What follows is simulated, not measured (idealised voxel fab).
process module | voxel plated lines
It is cross-section cut that appears here, measuring 260 nm in width, its square cells being 5 nm in size.
Each cross-section below is a grid of square cells, stated as bands in top-down order, with one or more rows of cells making up each band.
Each band's line starts with the height of the band's top and of its bottom, in nm. Then come its materials from left to right, each with its width in nm. One material with "full width" fills the band from edge to edge. "empty" is empty space.
Heights from 0 (as-received wafer is one material below). Bottom band endless downward, as "0 -> down".
Per-row width for "30 to 40": begins at first number (top row of band), ends at second number (bottom row), increment between rows held constant.
Step marked "no change occurred"? Then no cell in the cross-section changed in it.
"Cavities, closed": sealed empty spaces, 8 cells or more, no open way to top, listed width x height at distance, with distance from the left edge and width, height and distance in nm.
Heads up: the bit after the settings on a step's line is the simulator's remark on that step.
Each step line may optionally specify "overlay nm", which for a step with a mask gives the rightward distance between the mask's planned place and where it lay, a negative value indicating the leftward direction.

List of planned process steps:
1 RECEIVE [material Si]
2 CONFORMAL_DEP [material SiO2] [thk nm 15]
3 DIRECTIONAL_DEP [material TiN] [thk nm 5]
4 PATTERN [tone open] [mask id LINES] [material resist] [width nm 20] [pitch nm 45] [thk nm 25] [overlay nm 0]
5 EPI [material Ru] [thk nm 10]
6 EPI [material Ru] [thk nm 5]
7 STRIP [etch materials resist]
8 DIRECTIONAL_ETCH [etch materials TiN] [depth nm 5]
9 CONFORMAL_DEP [material SiCN] [thk nm 10]

Concerning the first of two wafers, which was run in accordance with the plan:

Cross-section of the wafer at receipt, which is the condition after step 1:
- 0 -> down | Si full width
- Cavities, closed: none

Sectional view: wafer, after step 2:
- 15 -> 0 | SiO2 full width
- Lower than 0, everything is as it was.

Sectional view: wafer, after step 3:
- 20 -> 15 | TiN full width
- Lower than 15, everything is as it was.

Sectional view: wafer, after step 4:
- 45 -> 20 | 95 nm resist / 20 nm empty / 25 nm resist / 20 nm empty / 100 nm resist
- Lower than 20, everything is as it was.

Sectional view: wafer, after step 5:
- 45 -> 30 | 95 nm resist / 20 nm empty / 25 nm resist / 20 nm empty / 100 nm resist
- 30 -> 20 | 95 nm resist / 20 nm Ru / 25 nm resist / 20 nm Ru / 100 nm resist
- Lower than 20, everything is as it was.

Sectional view: wafer, after step 6:
- 45 -> 35 | 95 nm resist / 20 nm empty / 25 nm resist / 20 nm empty / 100 nm resist
- 35 -> 20 | 95 nm resist / 20 nm Ru / 25 nm resist / 20 nm Ru / 100 nm resist
- Lower than 20, everything is as it was.

Sectional view: wafer, after step 7:
- 35 -> 20 | 95 nm empty / 20 nm Ru / 25 nm empty / 20 nm Ru / 100 nm empty
- Lower than 20, everything is as it was.

Sectional view: wafer, after step 8:
- 35 -> 20 | 95 nm empty / 20 nm Ru / 25 nm empty / 20 nm Ru / 100 nm empty
- 20 -> 15 | 95 nm empty / 20 nm TiN / 25 nm empty / 20 nm TiN / 100 nm empty
- Lower than 15, everything is as it was.

Sectional view: wafer, after step 9:
- 45 -> 35 | 85 nm empty / 40 nm SiCN / 5 nm empty / 40 nm SiCN / 90 nm empty
- 35 -> 25 | 85 nm empty / 10 nm SiCN / 20 nm Ru / 10 nm SiCN / 5 nm empty / 10 nm SiCN / 20 nm Ru / 10 nm SiCN / 90 nm empty
- 25 -> 20 | 95 nm SiCN / 20 nm Ru / 25 nm SiCN / 20 nm Ru / 100 nm SiCN
- 20 -> 15 | 95 nm SiCN / 20 nm TiN / 25 nm SiCN / 20 nm TiN / 100 nm SiCN
- Lower than 15, everything is as it was.

Wafer two: like wafer one in start and plan, but with one mistake in execution; identical up to and including step 2:

Look at the second wafer in cross-section at the time step 3 ought to have finished:
- 20 -> 0 | SiO2 full width
- Lower than 0, everything is as it was.

Look at the second wafer in cross-section at the time step 4 ought to have finished:
- 45 -> 20 | 95 nm resist / 20 nm empty / 25 nm resist / 20 nm empty / 100 nm resist
- Lower than 20, everything is as it was.

Look at the second wafer in cross-section at the time step 5 ought to have finished: no change occurred

Look at the second wafer in cross-section at the time step 6 ought to have finished: no change occurred

Look at the second wafer in cross-section at the time step 7 ought to have finished:
- 20 -> 0 | SiO2 full width
- Lower than 0, everything is as it was.

Look at the second wafer in cross-section at the time step 8 ought to have finished: no change occurred

Look at the second wafer in cross-section at the time step 9 ought to have finished:
- 30 -> 20 | SiCN full width
- Lower than 20, everything is as it was.
It is concluded that the wafer was processed incorrectly with respect to the plan, in that note that step 3 departed from the planned setting and was carried out as DIRECTIONAL_DEP [material SiO2] [thk nm 5]
Heads up, by the end the second wafer has more or fewer cells of some materials compared to the first: Ru -24; SiCN -32; SiO2 +52; TiN -8
